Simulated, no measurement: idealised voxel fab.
A process module follows: voxel gate over fins.
The width of the displayed cross-section, cut, is 290 nm; its cells are square, with a size of 5 nm.
Cross-section spec: square-cell grid; bands listed top down; each band is one or more rows.
For a band, the entry starts with two heights in nm, that of the top and then that of the bottom, and carries on with the band's materials in order from left to right, each alongside its width in nm; the word "everywhere" beside a single material means it fills the band edge to edge, and "blank" means empty space.
We count height from 0. Below that, the starting wafer is all one material. The lowest band never ends at the bottom but goes on down; see "z 0 and below" for how that is written.
The notation "30..40" denotes a width that varies across the rows of cells in the band, beginning at the first number in the top row, finishing at the second number in the bottom row, and changing by an identical amount from each row to the next.
The cross-section has no changed cell in any step marked "no alterations made".
"Sealed cavities": sealed empty spaces, 8 cells or more, no open way to top, listed width x height at distance, with distance from the left edge and width, height and distance in nm.
Past the settings on a step's line: simulator remark, on that step.
What "overlay nm" on a step's line means: if the step has a mask, that mask lay this far to the right of its planned place, or, when the value is negative, to the left.

List of planned process steps
step 1: op RECEIVE | material Si
step 2: op CONFORMAL_DEP | material SiN | thk nm 10
step 3: op PATTERN | tone cover | mask id FINS | material resist | width nm 15 | pitch nm 35 | thk nm 20 | overlay nm 0
step 4: op DIRECTIONAL_ETCH | etch materials SiN | depth nm 10
step 5: op DIRECTIONAL_ETCH | etch materials Si | depth nm 35
step 6: op STRIP | etch materials resist
step 7: op OXIDIZE | depth nm 5
step 8: op FILL_DEP | material SiO2 | thk nm 10
step 9: op CMP | height nm 10
step 10: op SELECTIVE_ETCH | etch materials SiO2 | depth nm 25
step 11: op STRIP | etch materials SiN
step 12: op CONFORMAL_DEP | material HfO2 | thk nm 5
step 13: op CONFORMAL_DEP | material TiN | thk nm 5
step 14: op FILL_DEP | material W | thk nm 10
step 15: op CMP | height nm 15
step 16: op CONFORMAL_DEP | material SiCN | thk nm 10

Wafer cross-section on receipt, i.e. after step 1
    z 0 and below  Si everywhere
    Sealed cavities: none

Cross-sectional view of the first of the two wafers upon completion of the module, processed in accordance with the plan
    z 25 to 15  SiCN everywhere
    z 15 to 10  W everywhere
    z 10 to 5  W 115  TiN 25  W 10  TiN 25  W 115
    z 5 to 0  W 115  TiN 5  HfO2 15  TiN 5  W 10  TiN 5  HfO2 15  TiN 5  W 115
    z 0 to -5  W 115  TiN 5  HfO2 5  Si 5  HfO2 5  TiN 5  W 10  TiN 5  HfO2 5  Si 5  HfO2 5  TiN 5  W 115
    z -5 to -10  TiN 120  HfO2 5  Si 5  HfO2 5  TiN 20  HfO2 5  Si 5  HfO2 5  TiN 120
    z -10 to -15  HfO2 125  Si 5  HfO2 30  Si 5  HfO2 125
    z -15 to -40  SiO2 125  Si 5  SiO2 30  Si 5  SiO2 125
    z -40 and below  Si everywhere
    Sealed cavities: none

Now the second wafer, cross-sectioned at the end of the module. Nothing different at the start, nothing different in the plan compared with the first, just one mistake when it was actually run
    z 25 to 15  SiCN everywhere
    z 15 to 10  W everywhere
    z 10 to 5  TiN 125  W 5  TiN 30  W 5  TiN 125
    z 5 to 0  HfO2 120  TiN 5  W 5  TiN 5  HfO2 20  TiN 5  W 5  TiN 5  HfO2 120
    z 0 to -5  Si 115  HfO2 5  TiN 5  W 5  TiN 5  HfO2 5  Si 10  HfO2 5  TiN 5  W 5  TiN 5  HfO2 5  Si 115
    z -5 to -10  Si 115  HfO2 5  TiN 15  HfO2 5  Si 10  HfO2 5  TiN 15  HfO2 5  Si 115
    z -10 to -15  Si 115  HfO2 25  Si 10  HfO2 25  Si 115
    z -15 to -40  Si 115  SiO2 25  Si 10  SiO2 25  Si 115
    z -40 and below  Si everywhere
    Sealed cavities: none
Deviation noted in wafer processing: for step 3, the planned setting was not used; the step was instead run as op PATTERN | tone open | mask id FINS | material resist | width nm 15 | pitch nm 35 | thk nm 20 | overlay nm 0
Materials where the second wafer ends with more or fewer cells than the first: +368 Si, -230 SiO2, -138 W
